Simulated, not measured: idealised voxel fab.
voxel released beams: a process module
cross-section cut | 155 nm wide | cells 5 nm
In this document a cross-section is written as a grid of square cells. It is given as a series of bands, listed from the top down, and a band is one or more rows of cells. The entry gives the band's vertical extent as a top height and a bottom height in nm, then its horizontal make-up as materials from left to right, each with a width in nm. "air" stands for empty space; a single material marked "all across" fills the band edge to edge. Height is counted from the level 0, under which the received wafer is composed throughout of one material. The lowest of the bands is not closed at the bottom but continues downward, in the notation "0 -> down". With a width like "30->40", each row of cells in the band differs from the next by the same amount, the top row carrying the first number and the bottom row the second. "no modification" for a step: no cell of the cross-section changed in that step. Basically, "Trapped voids" tells you about the enclosed voids: empty spaces with no open way to the top, 8 cells or bigger, each written width x height at distance, where distance is from the left edge, all in nm. Anything after a step's settings on that line? It's the simulator's own note about the step. Among the settings permitted on a step's line is "overlay nm"; applied to a step with a mask, it specifies the extent to which the mask lay to the right of its planned position, whereas a negative figure signifies a position to the left.
-- These are the steps we planned for the process
1) RECEIVE [material Si]
2) CONFORMAL_DEP [material Al2O3] [thk nm 5]
3) DIRECTIONAL_DEP [material SiO2] [thk nm 15]
4) DIRECTIONAL_DEP [material aC] [thk nm 10]
5) PATTERN [tone open] [mask id ANCHOR] [material resist] [width nm 35] [thk nm 25] [overlay nm 0]
6) DIRECTIONAL_ETCH [etch materials aC] [depth nm 10]
7) STRIP [etch materials resist]
8) DIRECTIONAL_ETCH [etch materials SiO2] [depth nm 15]
9) STRIP [etch materials aC]
10) CONFORMAL_DEP [material W] [thk nm 10]
11) DIRECTIONAL_DEP [material aC] [thk nm 15]
12) PATTERN [tone cover] [mask id BEAM] [material resist] [width nm 100] [thk nm 35] [overlay nm 0]
13) DIRECTIONAL_ETCH [etch materials aC] [depth nm 15]
14) STRIP [etch materials resist]
15) DIRECTIONAL_ETCH [etch materials W] [depth nm 10]
16) STRIP [etch materials aC]
17) STRIP [etch materials SiO2]
-- Incoming wafer, cross-sectional view, post step 1
- 0 -> down: Si all across
- Trapped voids: none
-- End state of the module in cross-section, given the above starting point and plan and one mistake in execution
- 0 -> down: Si all across
- Trapped voids: none
The mistake made against the process plan was this: step 2 changed vs plan, executed as CONFORMAL_DEP [material SiO2] [thk nm 5]
